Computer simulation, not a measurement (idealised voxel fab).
Proc. module: voxel self aligned vias
Xsec cut, 300 nm wide, square cell size 5 nm.
We lay out every cross-section as a grid of square cells and spell it out in bands from the top down, where one band means one or more rows of cells.
Basically the band line says how high the top is and how high the bottom is, in nm, and then what's in it from left to right, every material with its width in nm. Empty space shows up as "air", and if a single material carries "full width" it runs the full band edge to edge.
Height is counted from the level 0, under which the received wafer is composed throughout of one material. The lowest of the bands is not closed at the bottom but continues downward, in the notation "from 0 down".
Read "30->40" as a graded width: first number on top, second number at the bottom, same change between each pair of neighbouring rows.
"remained the same" means the step left every cell of the cross-section as it was.
"Closed cavities": empty spaces of 8 cells or more with no open way to the top, each given as width x height at distance, distance from the left edge, all in nm.
What comes after the settings on a step's line is commentary from the simulator itself on that step.
overlay nm: mask right of planned place by this much (step with mask). Neg. = left.
[This section lists the process steps that were planned]
- 1: RECEIVE (material Si)
- 2: CONFORMAL_DEP (material SiO2; thk nm 15)
- 3: CONFORMAL_DEP (material SiCN; thk nm 5)
- 4: DIRECTIONAL_DEP (material SiO2; thk nm 30)
- 5: MASKED_ETCH (tone open; mask id LINES; width nm 30; pitch nm 55; etch materials SiO2; depth nm 30; overlay nm 0)
- 6: CONFORMAL_DEP (material TiN; thk nm 5)
- 7: FILL_DEP (material Ru; thk nm 10)
- 8: CMP (height nm 50)
- 9: SELECTIVE_ETCH (etch materials W Ru TiN; depth nm 10)
- 10: FILL_DEP (material SiN; thk nm 5)
- 11: CMP (height nm 50)
- 12: DIRECTIONAL_DEP (material SiO2; thk nm 15)
- 13: PATTERN (tone open; mask id VIAS; material resist; width nm 40; pitch nm 110; thk nm 20; overlay nm 0)
- 14: DIRECTIONAL_ETCH (etch materials SiO2; depth nm 15)
- 15: DIRECTIONAL_ETCH (etch materials SiN; depth nm 10)
- 16: STRIP (etch materials resist)
- 17: CONFORMAL_DEP (material TiN; thk nm 5)
- 18: FILL_DEP (material Cu; thk nm 5)
- 19: CMP (height nm 65)
- 20: CONFORMAL_DEP (material SiN; thk nm 5)
[Cross-section, incoming material, after step 1]
- from 0 down = Si full width
- Closed cavities: none
[first wafer at the end, as planned]
- from 70 to 65 = SiN full width
- from 65 to 55 = 75 of SiO2, 5 of TiN, 30 of Cu, 5 of TiN, 70 of SiO2, 5 of TiN, 30 of Cu, 5 of TiN, 75 of SiO2
- from 55 to 50 = 75 of SiO2, 10 of TiN, 20 of Cu, 10 of TiN, 70 of SiO2, 10 of TiN, 20 of Cu, 10 of TiN, 75 of SiO2
- from 50 to 45 = 80 of SiO2, 5 of TiN, 20 of Cu, 5 of TiN, 25 of SiO2, 30 of SiN, 25 of SiO2, 5 of TiN, 20 of Cu, 5 of TiN, 80 of SiO2
- from 45 to 40 = 80 of SiO2, 30 of TiN, 25 of SiO2, 30 of SiN, 25 of SiO2, 30 of TiN, 80 of SiO2
- from 40 to 25 = 80 of SiO2, 5 of TiN, 20 of Ru, 5 of TiN, 25 of SiO2, 5 of TiN, 20 of Ru, 5 of TiN, 25 of SiO2, 5 of TiN, 20 of Ru, 5 of TiN, 80 of SiO2
- from 25 to 20 = 80 of SiO2, 30 of TiN, 25 of SiO2, 30 of TiN, 25 of SiO2, 30 of TiN, 80 of SiO2
- from 20 to 15 = SiCN full width
- from 15 to 0 = SiO2 full width
- from 0 down = Si full width
- Closed cavities: none
[Wafer two, end of module, cross-section. Same start, same plan as wafer one. One mistake in the run]
- from 70 to 65 = SiN full width
- from 65 to 55 = 75 of SiO2, 5 of TiN, 30 of Cu, 5 of TiN, 70 of SiO2, 5 of TiN, 30 of Cu, 5 of TiN, 75 of SiO2
- from 55 to 50 = 75 of SiO2, 10 of TiN, 20 of Cu, 10 of TiN, 70 of SiO2, 10 of TiN, 20 of Cu, 10 of TiN, 75 of SiO2
- from 50 to 45 = 80 of SiO2, 5 of TiN, 20 of Cu, 5 of TiN, 25 of SiO2, 30 of SiN, 25 of SiO2, 5 of TiN, 20 of Cu, 5 of TiN, 80 of SiO2
- from 45 to 40 = 80 of SiO2, 30 of TiN, 25 of SiO2, 30 of SiN, 25 of SiO2, 30 of TiN, 80 of SiO2
- from 40 to 35 = 80 of SiO2, 30 of TiN, 25 of SiO2, 30 of TiN, 25 of SiO2, 30 of TiN, 80 of SiO2
- from 35 to 30 = SiCN full width
- from 30 to 0 = SiO2 full width
- from 0 down = Si full width
- Closed cavities: none
So what did we get wrong on this run? plan step 2 was twice executed
Final comparison by cell count, materials where the second wafer has more or fewer than the first: Ru: 36 fewer | SiO2: 54 more | TiN: 18 fewer
